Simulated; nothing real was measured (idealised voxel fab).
The process module presented herein is designated voxel double patterning.
Each square cell in cross-section cut measures 5 nm, and the section as a whole is 295 nm wide.
A cross-section is a grid of square cells, given in bands from the top down. A band is one or more rows of cells. Band: top height; bottom height; in nm. Then, left to right: material with width in nm, for each material. "all across": a single material spanning edge to edge. "blank": empty space. Heads up on the height convention: 0 is the point under which the incoming wafer is all one material, and the lowest band has no bottom, it just keeps going down, like "0 and below". When a width is written as two numbers, as in "30 to 40", the first number is the width in the top row of cells of the band and the second is the width in its bottom row, and the width changes by the same amount from each row to the next. No cell of the cross-section changed in a step that is given as "remained unchanged". This entry, "Closed void table", enumerates those empty regions of no fewer than 8 cells that possess no open connection to the top. Each region is reported in the form width x height at distance, the distance being taken from the left edge, with all three quantities expressed in nm. Past the settings on a step's line: simulator remark, on that step. A step line may carry the setting "overlay nm", which, for steps involving a mask, states the distance by which the mask lay to the right of its intended position; negative values denote displacement to the left.

Set out below are the planned steps of the process:
| 1 | RECEIVE: material Si |
| 2 | CONFORMAL_DEP: material SiN, thk nm 10 |
| 3 | DIRECTIONAL_DEP: material SiO2, thk nm 15 |
| 4 | DIRECTIONAL_DEP: material SiCN, thk nm 5 |
| 5 | PATTERN: tone open, mask id FIRST, material resist, width nm 15, pitch nm 50, thk nm 15, overlay nm 0 |
| 6 | DIRECTIONAL_ETCH: etch materials SiCN, depth nm 5 |
| 7 | STRIP: etch materials resist |
| 8 | DIRECTIONAL_DEP: material aC, thk nm 10 |
| 9 | PATTERN: tone open, mask id SECOND, material resist, width nm 15, thk nm 30, overlay nm 0 |
| 10 | DIRECTIONAL_ETCH: etch materials aC, depth nm 10 |
| 11 | STRIP: etch materials resist |
| 12 | DIRECTIONAL_ETCH: etch materials SiCN, depth nm 5 |
| 13 | STRIP: etch materials aC |
| 14 | DIRECTIONAL_ETCH: etch materials SiO2, depth nm 15 |
| 15 | STRIP: etch materials SiCN |

First of two wafers - as planned:

Step 1 complete: cross-section of the wafer as received:
> 0 and below = Si all across
> Closed void table: none

Wafer after step 2 (cross-section):
> 10 down to 0 = SiN all across
> Beneath the level 0, the cross-section is identical to its previous state.

Wafer after step 3 (cross-section):
> 25 down to 10 = SiO2 all across
> Beneath the level 10, the cross-section is identical to its previous state.

Wafer after step 4 (cross-section):
> 30 down to 25 = SiCN all across
> Beneath the level 25, the cross-section is identical to its previous state.

Wafer after step 5 (cross-section):
> 45 down to 30 = 115 resist; 15 blank; 35 resist; 15 blank; 115 resist
> Beneath the level 30, the cross-section is identical to its previous state.

Wafer after step 6 (cross-section):
> 45 down to 30 = 115 resist; 15 blank; 35 resist; 15 blank; 115 resist
> 30 down to 25 = 115 SiCN; 15 blank; 35 SiCN; 15 blank; 115 SiCN
> Beneath the level 25, the cross-section is identical to its previous state.

Wafer after step 7 (cross-section):
> 30 down to 25 = 115 SiCN; 15 blank; 35 SiCN; 15 blank; 115 SiCN
> Beneath the level 25, the cross-section is identical to its previous state.

Wafer after step 8 (cross-section):
> 40 down to 35 = 115 aC; 15 blank; 35 aC; 15 blank; 115 aC
> 35 down to 30 = aC all across
> 30 down to 25 = 115 SiCN; 15 aC; 35 SiCN; 15 aC; 115 SiCN
> Beneath the level 25, the cross-section is identical to its previous state.

Wafer after step 9 (cross-section):
> 70 down to 40 = 140 resist; 15 blank; 140 resist
> 40 down to 35 = 115 aC; 15 resist; 35 aC; 15 resist; 115 aC
> Beneath the level 35, the cross-section is identical to its previous state.

Wafer after step 10 (cross-section):
> 60 down to 40 = 140 resist; 15 blank; 140 resist
> 40 down to 35 = 115 aC; 15 resist; 10 aC; 15 blank; 10 aC; 15 resist; 115 aC
> 35 down to 30 = 140 aC; 15 blank; 140 aC
> Beneath the level 30, the cross-section is identical to its previous state.

Wafer after step 11 (cross-section):
> 40 down to 35 = 115 aC; 15 blank; 10 aC; 15 blank; 10 aC; 15 blank; 115 aC
> Beneath the level 35, the cross-section is identical to its previous state.

Wafer after step 12 (cross-section):
> 40 down to 35 = 115 aC; 15 blank; 10 aC; 15 blank; 10 aC; 15 blank; 115 aC
> 35 down to 30 = 140 aC; 15 blank; 140 aC
> 30 down to 25 = 115 SiCN; 15 aC; 10 SiCN; 15 blank; 10 SiCN; 15 aC; 115 SiCN
> Beneath the level 25, the cross-section is identical to its previous state.

Wafer after step 13 (cross-section):
> 30 down to 25 = 115 SiCN; 15 blank; 10 SiCN; 15 blank; 10 SiCN; 15 blank; 115 SiCN
> Beneath the level 25, the cross-section is identical to its previous state.

Wafer after step 14 (cross-section):
> 30 down to 25 = 115 SiCN; 15 blank; 10 SiCN; 15 blank; 10 SiCN; 15 blank; 115 SiCN
> 25 down to 10 = 115 SiO2; 15 blank; 10 SiO2; 15 blank; 10 SiO2; 15 blank; 115 SiO2
> Beneath the level 10, the cross-section is identical to its previous state.

Wafer after step 15 (cross-section):
> 25 down to 10 = 115 SiO2; 15 blank; 10 SiO2; 15 blank; 10 SiO2; 15 blank; 115 SiO2
> Beneath the level 10, the cross-section is identical to its previous state.

Second wafer: like start, like plan, one mistake. Through step 4 it matches the first wafer:

When step 5 should have ended:
> 45 down to 30 = 115 blank; 15 resist; 35 blank; 15 resist; 115 blank
> Beneath the level 30, the cross-section is identical to its previous state.

When step 6 should have ended:
> 45 down to 30 = 115 blank; 15 resist; 35 blank; 15 resist; 115 blank
> 30 down to 25 = 115 blank; 15 SiCN; 35 blank; 15 SiCN; 115 blank
> Beneath the level 25, the cross-section is identical to its previous state.

When step 7 should have ended:
> 30 down to 25 = 115 blank; 15 SiCN; 35 blank; 15 SiCN; 115 blank
> Beneath the level 25, the cross-section is identical to its previous state.

When step 8 should have ended:
> 40 down to 35 = 115 blank; 15 aC; 35 blank; 15 aC; 115 blank
> 35 down to 30 = aC all across
> 30 down to 25 = 115 aC; 15 SiCN; 35 aC; 15 SiCN; 115 aC
> Beneath the level 25, the cross-section is identical to its previous state.

When step 9 should have ended:
> 70 down to 40 = 140 resist; 15 blank; 140 resist
> 40 down to 35 = 115 resist; 15 aC; 10 resist; 15 blank; 10 resist; 15 aC; 115 resist
> Beneath the level 35, the cross-section is identical to its previous state.

When step 10 should have ended:
> 60 down to 40 = 140 resist; 15 blank; 140 resist
> 40 down to 35 = 115 resist; 15 aC; 10 resist; 15 blank; 10 resist; 15 aC; 115 resist
> 35 down to 30 = 140 aC; 15 blank; 140 aC
> 30 down to 25 = 115 aC; 15 SiCN; 10 aC; 15 blank; 10 aC; 15 SiCN; 115 aC
> Beneath the level 25, the cross-section is identical to its previous state.

When step 11 should have ended:
> 40 down to 35 = 115 blank; 15 aC; 35 blank; 15 aC; 115 blank
> Beneath the level 35, the cross-section is identical to its previous state.

when step 12 should have ended: remained unchanged

When step 13 should have ended:
> 30 down to 25 = 115 blank; 15 SiCN; 35 blank; 15 SiCN; 115 blank
> Beneath the level 25, the cross-section is identical to its previous state.

When step 14 should have ended:
> 30 down to 25 = 115 blank; 15 SiCN; 35 blank; 15 SiCN; 115 blank
> 25 down to 10 = 115 blank; 15 SiO2; 35 blank; 15 SiO2; 115 blank
> Beneath the level 10, the cross-section is identical to its previous state.

When step 15 should have ended:
> 25 down to 10 = 115 blank; 15 SiO2; 35 blank; 15 SiO2; 115 blank
> Beneath the level 10, the cross-section is identical to its previous state.
What was done differently from what was planned? step 5 ran with different settings than intended, the actual operation and settings being PATTERN: tone cover, mask id FIRST, material resist, width nm 15, pitch nm 50, thk nm 15, overlay nm 0
Heads up, by the end the second wafer has more or fewer cells of some materials compared to the first: SiO2 -132
